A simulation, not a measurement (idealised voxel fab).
Name of the process module below: voxel transistor to metal
It is cross-section cut that appears here, measuring 195 nm in width, its square cells being 5 nm in size.
Heads up, the way a cross-section reads in here is a grid of square cells, handed over as bands from the top down, with every band being one or more rows of cells. Heights first: top, then bottom, in nm. Then materials, left to right, each with a width in nm. "all across" on a single material: fills the band edge to edge. "blank": empty space. Height reference: 0 = level under which incoming wafer is all one material. Lowest band: no bottom, runs on downward, e.g. "from 0 down". Read "30->40" as a graded width: first number on top, second number at the bottom, same change between each pair of neighbouring rows. The designation "no change occurred", where it is given for a processing step, indicates that no cell of the cross-section was altered in the course of that step. Each empty space that has no open way to the top and spans at least 8 cells appears under "Closed void listing" as width x height at distance, the distance counted from the left edge, all in nm. Post-settings text on a step line: simulator's own remark regarding the step. The line of a step may include "overlay nm". On a step with a mask, this value is how far to the right of its planned place the mask lay. A negative value means the mask lay to the left.

## Steps planned for the process
| 1 | RECEIVE | material Si |
| 2 | OXIDIZE | depth nm 5 |
| 3 | CONFORMAL_DEP | material SiN | thk nm 10 |
| 4 | PATTERN | tone cover | mask id ACTIVE | material resist | width nm 115 | thk nm 20 | overlay nm 0 |
| 5 | DIRECTIONAL_ETCH | etch materials SiN | depth nm 10 |
| 6 | DIRECTIONAL_ETCH | etch materials SiO2 | depth nm 5 |
| 7 | DIRECTIONAL_ETCH | etch materials Si | depth nm 35 |
| 8 | STRIP | etch materials resist |
| 9 | FILL_DEP | material SiO2 | thk nm 5 |
| 10 | CMP | height nm 10 |
| 11 | SELECTIVE_ETCH | etch materials SiO2 | depth nm 10 |
| 12 | STRIP | etch materials SiN |
| 13 | SELECTIVE_ETCH | etch materials SiO2 | depth nm 5 |
| 14 | OXIDIZE | depth nm 5 |
| 15 | DIRECTIONAL_DEP | material polySi | thk nm 20 |
| 16 | DIRECTIONAL_DEP | material SiCN | thk nm 10 |
| 17 | MASKED_ETCH | tone cover | mask id GATE | width nm 25 | etch materials SiCN | depth nm 20 | overlay nm 0 |
| 18 | MASKED_ETCH | tone cover | mask id GATE | width nm 25 | etch materials polySi | depth nm 30 | overlay nm 0 |
| 19 | CONFORMAL_DEP | material SiN | thk nm 10 |
| 20 | DIRECTIONAL_ETCH | etch materials SiN | depth nm 10 |
| 21 | DIRECTIONAL_ETCH | etch materials SiO2 | depth nm 5 |
| 22 | DIRECTIONAL_ETCH | etch materials Si | depth nm 10 |
| 23 | EPI | material SiGe | thk nm 10 |
| 24 | FILL_DEP | material SiO2 | thk nm 5 |
| 25 | CMP | height nm 15 |
| 26 | STRIP | etch materials polySi |
| 27 | SELECTIVE_ETCH | etch materials SiO2 | depth nm 5 |
| 28 | CONFORMAL_DEP | material HfO2 | thk nm 5 |
| 29 | CONFORMAL_DEP | material TiN | thk nm 5 |
| 30 | FILL_DEP | material W | thk nm 10 |
| 31 | CMP | height nm 10 |
| 32 | DIRECTIONAL_DEP | material SiO2 | thk nm 15 |
| 33 | MASKED_ETCH | tone open | mask id CONTACT | width nm 20 | pitch nm 75 | etch materials SiO2 | depth nm 35 | overlay nm 0 |
| 34 | CONFORMAL_DEP | material TiN | thk nm 5 |
| 35 | FILL_DEP | material W | thk nm 10 |
| 36 | CMP | height nm 25 |
| 37 | DIRECTIONAL_DEP | material TiN | thk nm 5 |
| 38 | DIRECTIONAL_DEP | material W | thk nm 20 |
| 39 | PATTERN | tone cover | mask id METAL_1 | material resist | width nm 20 | pitch nm 75 | thk nm 15 | overlay nm 0 |
| 40 | DIRECTIONAL_ETCH | etch materials W | depth nm 20 |
| 41 | DIRECTIONAL_ETCH | etch materials TiN | depth nm 5 |
| 42 | STRIP | etch materials resist |
| 43 | CONFORMAL_DEP | material SiN | thk nm 5 |
| 44 | FILL_DEP | material lowk | thk nm 5 |
| 45 | CMP | height nm 50 |
| 46 | CONFORMAL_DEP | material SiCN | thk nm 5 |

## As received (post step 1): cross-section
from 0 down: Si all across
Closed void listing: none

## Post-module cross-section of the first of two wafers (run per plan)
from 55 to 50: SiCN all across
from 50 to 30: lowk 45 nm  SiN 5 nm  W 20 nm  SiN 5 nm  lowk 45 nm  SiN 5 nm  W 20 nm  SiN 5 nm  lowk 45 nm
from 30 to 25: SiN 50 nm  TiN 20 nm  SiN 55 nm  TiN 20 nm  SiN 50 nm
from 25 to 10: SiO2 50 nm  TiN 5 nm  W 10 nm  TiN 5 nm  SiO2 55 nm  TiN 5 nm  W 10 nm  TiN 5 nm  SiO2 50 nm
from 10 to 0: SiO2 50 nm  TiN 5 nm  W 10->5 nm  TiN 5->10 nm  SiO2 5 nm  SiN 10 nm  HfO2 5 nm  TiN 5 nm  W 5 nm  TiN 5 nm  HfO2 5 nm  SiN 10 nm  SiO2 5 nm  TiN 5->10 nm  W 10->5 nm  TiN 5 nm  SiO2 50 nm
from 0 to -5: SiO2 50 nm  TiN 5 nm  W 5 nm  TiN 5 nm  SiGe 10 nm  SiN 10 nm  HfO2 5 nm  TiN 15 nm  HfO2 5 nm  SiN 10 nm  SiGe 10 nm  TiN 5 nm  W 5 nm  TiN 5 nm  SiO2 50 nm
from -5 to -10: SiO2 50 nm  TiN 15 nm  SiGe 10 nm  SiO2 5 nm  HfO2 35 nm  SiO2 5 nm  SiGe 10 nm  TiN 15 nm  SiO2 50 nm
from -10 to -20: SiO2 40 nm  SiGe 35 nm  Si 45 nm  SiGe 35 nm  SiO2 40 nm
from -20 to -40: SiO2 40 nm  Si 115 nm  SiO2 40 nm
from -40 down: Si all across
Closed void listing: none

## Second wafer cross-section at end of module - shared start and plan with the first, one mistake in the run
from 55 to 50: SiCN all across
from 50 to 30: W 50 nm  SiN 5 nm  lowk 10 nm  SiN 5 nm  W 55 nm  SiN 5 nm  lowk 10 nm  SiN 5 nm  W 50 nm
from 30 to 25: TiN 50 nm  SiN 20 nm  TiN 55 nm  SiN 20 nm  TiN 50 nm
from 25 to 10: SiO2 50 nm  TiN 5 nm  W 10 nm  TiN 5 nm  SiO2 55 nm  TiN 5 nm  W 10 nm  TiN 5 nm  SiO2 50 nm
from 10 to 0: SiO2 50 nm  TiN 5 nm  W 10->5 nm  TiN 5->10 nm  SiO2 5 nm  SiN 10 nm  HfO2 5 nm  TiN 5 nm  W 5 nm  TiN 5 nm  HfO2 5 nm  SiN 10 nm  SiO2 5 nm  TiN 5->10 nm  W 10->5 nm  TiN 5 nm  SiO2 50 nm
from 0 to -5: SiO2 50 nm  TiN 5 nm  W 5 nm  TiN 5 nm  SiGe 10 nm  SiN 10 nm  HfO2 5 nm  TiN 15 nm  HfO2 5 nm  SiN 10 nm  SiGe 10 nm  TiN 5 nm  W 5 nm  TiN 5 nm  SiO2 50 nm
from -5 to -10: SiO2 50 nm  TiN 15 nm  SiGe 10 nm  SiO2 5 nm  HfO2 35 nm  SiO2 5 nm  SiGe 10 nm  TiN 15 nm  SiO2 50 nm
from -10 to -20: SiO2 40 nm  SiGe 35 nm  Si 45 nm  SiGe 35 nm  SiO2 40 nm
from -20 to -40: SiO2 40 nm  Si 115 nm  SiO2 40 nm
from -40 down: Si all across
Closed void listing: none
The plan and the run diverged here: it should be noted that step 39 was executed with settings other than those planned, the operation and settings actually applied being PATTERN | tone open | mask id METAL_1 | material resist | width nm 20 | pitch nm 75 | thk nm 15 | overlay nm 0
Upon completion, the second wafer contains, in terms of cells, a greater or smaller amount of certain materials than the first wafer: 23 fewer of SiN, 23 more of TiN, 92 more of W, 92 fewer of lowk
